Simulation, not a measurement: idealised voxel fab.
Process module heading - voxel lift off
Pictured: cross-section cut, 145 nm wide, on a grid of 5 nm square cells.
If you're reading a cross-section in this doc, picture square cells in a grid; it comes to you as bands, top ones listed first down to the bottom, and a band can be one or more rows of cells.
The entry gives the band's vertical extent as a top height and a bottom height in nm, then its horizontal make-up as materials from left to right, each with a width in nm. "empty" stands for empty space; a single material marked "full width" fills the band edge to edge.
Convention: height 0 is the level below which the wafer, as received, is all one material. The lowest band does not terminate at the bottom but continues downward, represented as "z 0 and below".
When a width is written as two numbers, as in "30 to 40", the first number is the width in the top row of cells of the band and the second is the width in its bottom row, and the width changes by the same amount from each row to the next.
"nothing got changed" after a step means that no cell of the cross-section changed.
Enclosed voids (no open way to top), threshold 8 cells or more, entry "Enclosed cavities", notation width x height at distance, distance from left edge, nm.
If you see something after the settings on a step's line, that's the simulator's own remark about that step.
overlay nm: step with mask; distance mask lay right of planned place; negative value = left of planned place.
# List of planned process steps
| 1 | RECEIVE,material Si |
| 2 | CONFORMAL_DEP,material SiO2,thk nm 15 |
| 3 | PATTERN,tone open,mask id LINES,material resist,width nm 20,pitch nm 50,thk nm 20,overlay nm 0 |
| 4 | DIRECTIONAL_DEP,material Ru,thk nm 10 |
| 5 | STRIP,etch materials resist |
| 6 | CONFORMAL_DEP,material SiN,thk nm 10 |
# as received, after step 1
	z 0 and below  Si full width
	Enclosed cavities: none
# Cross-section, first of two wafers, end of module, run as planned
	z 35 to 25  empty (25), then SiN (40), then empty (10), then SiN (40), then empty (30)
	z 25 to 15  SiN (35), then Ru (20), then SiN (30), then Ru (20), then SiN (40)
	z 15 to 0  SiO2 full width
	z 0 and below  Si full width
	Enclosed cavities: none
# Cross-sectional image of the second wafer of the two following completion of the module. Starting state and process plan were the same as for the first wafer; one execution error occurred
	z 50 to 40  empty (25), then SiN (40), then empty (10), then SiN (40), then empty (30)
	z 40 to 30  SiN (35), then Ru (20), then SiN (30), then Ru (20), then SiN (40)
	z 30 to 0  SiO2 full width
	z 0 and below  Si full width
	Enclosed cavities: none
What broke from the plan during processing? execution of plan step 2 occurred twice
Per the end-of-run cell counts, the second wafer holds more or fewer of some materials than the first: 87 more of SiO2
